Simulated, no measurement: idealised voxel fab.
process module | voxel self aligned contacts
cross-section cut | 245 nm wide | cells 5 nm
A cross-section is a grid of square cells, given in bands from the top down. A band is one or more rows of cells.
Each band's line starts with the height of the band's top and of its bottom, in nm. Then come its materials from left to right, each with its width in nm. One material with "throughout" fills the band from edge to edge. "air" is empty space.
Height 0 is the level under which the wafer as received is all one material. The lowest band goes on downwards, as in "0 down".
A width such as "30 to 40" changes by the same amount from each row of cells to the next, from the band's top row to its bottom row.
"no change" after a step means that no cell of the cross-section changed.
closed voids: empty space of 8 cells or more with no open way to the top, each as width x height at its distance from the left edge, in nm
after a step's settings: what the simulator itself notes on the step
overlay nm, on a step with a mask: how far to the right of its planned place the mask lay; to the left if negative
plan
1 op RECEIVE | material Si
2 op CONFORMAL_DEP | material SiO2 | thk nm 5
3 op DIRECTIONAL_DEP | material polySi | thk nm 30
4 op DIRECTIONAL_DEP | material SiN | thk nm 20
5 op PATTERN | tone cover | mask id GATE | material resist | width nm 30 | pitch nm 70 | thk nm 20 | overlay nm 0
6 op DIRECTIONAL_ETCH | etch materials SiN | depth nm 20
7 op DIRECTIONAL_ETCH | etch materials polySi | depth nm 30
8 op STRIP | etch materials resist
9 op CONFORMAL_DEP | material SiN | thk nm 10
10 op DIRECTIONAL_ETCH | etch materials SiN | depth nm 10
11 op FILL_DEP | material SiO2 | thk nm 10
12 op CMP | height nm 60
13 op PATTERN | tone open | mask id CONTACT | material resist | width nm 50 | pitch nm 70 | thk nm 20 | overlay nm 0
14 op DIRECTIONAL_ETCH | etch materials SiO2 | depth nm 60
15 op STRIP | etch materials resist
16 op CONFORMAL_DEP | material TiN | thk nm 5
17 op FILL_DEP | material Ru | thk nm 5
18 op CMP | height nm 60
19 op CONFORMAL_DEP | material SiCN | thk nm 5
as received, after step 1
  0 down: Si throughout
  closed voids: none
first wafer at the end, as planned
  65 to 60: SiCN throughout
  60 to 55: SiO2 60 | TiN 20 | Ru 10 | TiN 20 | SiO2 20 | TiN 20 | Ru 10 | TiN 20 | SiO2 65
  55 to 35: SiO2 25 | SiN 50 | TiN 5 | Ru 10 | TiN 5 | SiN 50 | TiN 5 | Ru 10 | TiN 5 | SiN 50 | SiO2 30
  35 to 5: SiO2 25 | SiN 10 | polySi 30 | SiN 10 | TiN 5 | Ru 10 | TiN 5 | SiN 10 | polySi 30 | SiN 10 | TiN 5 | Ru 10 | TiN 5 | SiN 10 | polySi 30 | SiN 10 | SiO2 30
  5 to 0: SiO2 75 | TiN 20 | SiO2 50 | TiN 20 | SiO2 80
  0 down: Si throughout
  closed voids: none
second wafer at the end: like start, like plan, one mistake
  65 to 60: SiCN throughout
  60 to 55: SiO2 60 | TiN 20 | Ru 10 | TiN 20 | SiO2 20 | TiN 20 | Ru 10 | TiN 20 | SiO2 65
  55 to 35: SiO2 25 | SiN 50 | TiN 5 | Ru 10 | TiN 5 | SiN 50 | TiN 5 | Ru 10 | TiN 5 | SiN 50 | SiO2 30
  35 to 30: SiO2 75 | TiN 20 | SiO2 50 | TiN 20 | SiO2 80
  30 to 0: polySi throughout
  0 down: Si throughout
  closed voids: none
what went wrong: steps 2 and 3 were swapped
at the end the second wafer has, in cells: 24 fewer of Ru | 72 fewer of SiN | 66 fewer of SiO2 | 24 fewer of TiN | 186 more of polySi
